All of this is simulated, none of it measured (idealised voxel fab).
Proc. module: voxel capacitor over wiring
The cross-section shown here is cut; it is 290 nm wide and divided into square cells measuring 5 nm on a side.
Heads up, the way a cross-section reads in here is a grid of square cells, handed over as bands from the top down, with every band being one or more rows of cells.
Band entry format. Leading values: height of top, height of bottom, nm. Remainder: materials in left-to-right order, each with its width in nm. Special words: "everywhere" on a single material, which then fills the band edge to edge; "air", empty space.
Height datum 0, below which the as-received substrate wafer is one material. Lowest band open at the bottom, running downward: "0 -> down".
Per-row width for "30..40": begins at first number (top row of band), ends at second number (bottom row), increment between rows held constant.
"remained unchanged" -> step changed no cross-section cell.
Any empty space of 8 cells or more lacking an open way to the top shows up in "Fully sealed cavities" as width x height at distance, distance from the left edge, in nm.
Anything after a step's settings on that line? It's the simulator's own note about the step.
The line of a step may include "overlay nm". On a step with a mask, this value is how far to the right of its planned place the mask lay. A negative value means the mask lay to the left.
# Intended process steps
step 1: RECEIVE: material Si
step 2: CONFORMAL_DEP: material SiO2, thk nm 15
step 3: CONFORMAL_DEP: material SiN, thk nm 5
step 4: DIRECTIONAL_DEP: material SiO2, thk nm 25
step 5: PATTERN: tone open, mask id METAL_1, material resist, width nm 30, pitch nm 100, thk nm 20, overlay nm 0
step 6: DIRECTIONAL_ETCH: etch materials SiO2, depth nm 25
step 7: DIRECTIONAL_ETCH: etch materials SiN, depth nm 5
step 8: STRIP: etch materials resist
step 9: CONFORMAL_DEP: material TiN, thk nm 5
step 10: FILL_DEP: material Cu, thk nm 10
step 11: CMP: height nm 45
step 12: CONFORMAL_DEP: material SiCN, thk nm 5
step 13: DIRECTIONAL_DEP: material SiO2, thk nm 15
step 14: MASKED_ETCH: tone open, mask id PLUG_1, width nm 15, etch materials SiO2, depth nm 15, overlay nm 0
step 15: MASKED_ETCH: tone open, mask id PLUG_1, width nm 15, etch materials SiCN, depth nm 5, overlay nm 0
step 16: CONFORMAL_DEP: material TiN, thk nm 5
step 17: FILL_DEP: material Cu, thk nm 10
step 18: CMP: height nm 65
step 19: DIRECTIONAL_DEP: material TiN, thk nm 10
step 20: DIRECTIONAL_DEP: material Al2O3, thk nm 5
step 21: DIRECTIONAL_DEP: material TiN, thk nm 10
step 22: MASKED_ETCH: tone cover, mask id UPPER_PLATE, width nm 75, etch materials TiN, depth nm 10, overlay nm 0
step 23: MASKED_ETCH: tone cover, mask id UPPER_PLATE, width nm 75, etch materials Al2O3, depth nm 5, overlay nm 0
step 24: MASKED_ETCH: tone cover, mask id LOWER_PLATE, width nm 85, etch materials TiN, depth nm 10, overlay nm 0
step 25: FILL_DEP: material SiO2, thk nm 20
step 26: CMP: height nm 105
step 27: PATTERN: tone open, mask id PLUG_2, material resist, width nm 15, thk nm 20, overlay nm 0
step 28: DIRECTIONAL_ETCH: etch materials SiO2, depth nm 15
step 29: STRIP: etch materials resist
step 30: CONFORMAL_DEP: material TiN, thk nm 5
step 31: FILL_DEP: material W, thk nm 5
step 32: CMP: height nm 105
step 33: CONFORMAL_DEP: material SiCN, thk nm 5
# As-received state of the wafer in cross-section, equivalent to post-step 1
* 0 -> down: Si everywhere
* Fully sealed cavities: none
# As-planned run: cross-section of the first of two wafers at end of module
* 110 -> 105: SiCN everywhere
* 105 -> 95: 105 of SiO2  5 of TiN  5 of W  5 of TiN  170 of SiO2
* 95 -> 90: 105 of SiO2  15 of TiN  170 of SiO2
* 90 -> 80: 95 of SiO2  75 of TiN  120 of SiO2
* 80 -> 75: 95 of SiO2  75 of Al2O3  120 of SiO2
* 75 -> 65: 90 of SiO2  85 of TiN  115 of SiO2
* 65 -> 50: 95 of SiO2  5 of TiN  5 of Cu  5 of TiN  180 of SiO2
* 50 -> 45: 95 of SiCN  15 of TiN  180 of SiCN
* 45 -> 20: 80 of SiO2  5 of TiN  20 of Cu  5 of TiN  70 of SiO2  5 of TiN  20 of Cu  5 of TiN  80 of SiO2
* 20 -> 15: 80 of SiN  30 of TiN  70 of SiN  30 of TiN  80 of SiN
* 15 -> 0: SiO2 everywhere
* 0 -> down: Si everywhere
* Fully sealed cavities: none
# Second wafer through the module, sectioned at the end: same beginning and same plan as the first wafer, with one mistake in carrying it out
* 110 -> 105: SiCN everywhere
* 105 -> 95: 105 of SiO2  5 of TiN  5 of W  5 of TiN  170 of SiO2
* 95 -> 90: 105 of SiO2  15 of TiN  170 of SiO2
* 90 -> 80: 95 of SiO2  75 of TiN  120 of SiO2
* 80 -> 75: 95 of SiO2  75 of Al2O3  120 of SiO2
* 75 -> 65: 90 of SiO2  85 of TiN  115 of SiO2
* 65 -> 50: 95 of SiO2  5 of TiN  5 of Cu  5 of TiN  180 of SiO2
* 50 -> 45: 95 of SiCN  15 of TiN  180 of SiCN
* 45 -> 35: 80 of SiO2  5 of TiN  20 of Cu  5 of TiN  70 of SiO2  5 of TiN  20 of Cu  5 of TiN  80 of SiO2
* 35 -> 30: 80 of SiN  30 of TiN  70 of SiN  30 of TiN  80 of SiN
* 30 -> 0: SiO2 everywhere
* 0 -> down: Si everywhere
* Fully sealed cavities: none
Misprocessing identified: execution of plan step 2 occurred twice
Looking at both finished wafers in cells, the second ends up ahead of or behind the first on some materials: -24 Cu; +36 SiO2; -12 TiN
